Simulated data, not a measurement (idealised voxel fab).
Title: Process Module voxel self aligned contacts
Section shown: cut. Width: 300 nm. Cell size: 5 nm, square.
We lay out every cross-section as a grid of square cells and spell it out in bands from the top down, where one band means one or more rows of cells.
Band: top height; bottom height; in nm. Then, left to right: material with width in nm, for each material. "throughout": a single material spanning edge to edge. "empty": empty space.
For the purposes of this specification, 0 denotes the height below which the wafer in its as-received condition is composed wholly of one material, and the lowermost band, lacking a lower limit, extends downward without end, as expressed in "0 down".
Per-row width for "30..40": begins at first number (top row of band), ends at second number (bottom row), increment between rows held constant.
Where a step carries "all unchanged", the cross-section came out of it unchanged, cell for cell.
Enclosed voids (no open way to top), threshold 8 cells or more, entry "Voids, sealed", notation width x height at distance, distance from left edge, nm.
Whatever follows a step's settings on its line is a remark the simulator itself makes about that step.
Steps that use a mask can have "overlay nm" on their line. It says how far the mask sat to the right of where it was meant to be. Negative means to the left.
[The steps planned for the process are as follows]
1,RECEIVE with material Si
2,OXIDIZE with depth nm 5
3,DIRECTIONAL_DEP with material polySi, thk nm 30
4,DIRECTIONAL_DEP with material SiN, thk nm 20
5,DIRECTIONAL_DEP with material aC, thk nm 10
6,PATTERN with tone cover, mask id GATE, material resist, width nm 25, pitch nm 50, thk nm 25, overlay nm 0
7,DIRECTIONAL_ETCH with etch materials aC, depth nm 10
8,STRIP with etch materials resist
9,DIRECTIONAL_ETCH with etch materials SiN, depth nm 20
10,DIRECTIONAL_ETCH with etch materials polySi, depth nm 30
11,STRIP with etch materials aC
12,CONFORMAL_DEP with material SiN, thk nm 5
13,DIRECTIONAL_ETCH with etch materials SiN, depth nm 5
14,FILL_DEP with material SiO2, thk nm 10
15,CMP with height nm 55
16,PATTERN with tone open, mask id CONTACT, material resist, width nm 35, pitch nm 50, thk nm 15, overlay nm 0
17,DIRECTIONAL_ETCH with etch materials SiO2, depth nm 60
18,STRIP with etch materials resist
19,CONFORMAL_DEP with material TiN, thk nm 5
20,FILL_DEP with material W, thk nm 5
21,CMP with height nm 55
22,CONFORMAL_DEP with material SiCN, thk nm 5
[Step 1 complete: cross-section of the wafer as received]
> 0 down = Si throughout
> Voids, sealed: none
[Cross-sectional view of the first of the two wafers upon completion of the module, processed in accordance with the plan]
> 60 to 55 = SiCN throughout
> 55 to 50 = 105 of SiO2, 15 of TiN, 5 of W, 15 of TiN, 15 of SiO2, 15 of TiN, 5 of W, 15 of TiN, 110 of SiO2
> 50 to 30 = 80 of SiO2, 35 of SiN, 5 of TiN, 5 of W, 5 of TiN, 35 of SiN, 5 of TiN, 5 of W, 5 of TiN, 35 of SiN, 85 of SiO2
> 30 to 0 = 80 of SiO2, 5 of SiN, 25 of polySi, 5 of SiN, 5 of TiN, 5 of W, 5 of TiN, 5 of SiN, 25 of polySi, 5 of SiN, 5 of TiN, 5 of W, 5 of TiN, 5 of SiN, 25 of polySi, 5 of SiN, 85 of SiO2
> 0 to -5 = 115 of SiO2, 15 of TiN, 35 of SiO2, 15 of TiN, 120 of SiO2
> -5 down = Si throughout
> Voids, sealed: none
[Module end: cross-section of wafer two of two. Same start and process plan as the first wafer. One mistake during execution]
> 60 to 55 = SiCN throughout
> 55 to 35 = 80 of SiO2, 5 of SiN, 25 of polySi, 5 of SiN, 5 of TiN, 5 of W, 5 of TiN, 5 of SiN, 25 of polySi, 5 of SiN, 5 of TiN, 5 of W, 5 of TiN, 5 of SiN, 25 of polySi, 5 of SiN, 85 of SiO2
> 35 to 30 = 80 of SiO2, 5 of SiN, 25 of polySi, 5 of SiN, 15 of TiN, 5 of SiN, 25 of polySi, 5 of SiN, 15 of TiN, 5 of SiN, 25 of polySi, 5 of SiN, 85 of SiO2
> 30 to 0 = polySi throughout
> 0 to -5 = SiO2 throughout
> -5 down = Si throughout
> Voids, sealed: none
Want to know what went wrong? step 3, plan: ran twice
End of process, cell counts, second wafer against first, materials with more or fewer: -90 SiN | -205 SiO2 | -36 TiN | -14 W | +345 polySi
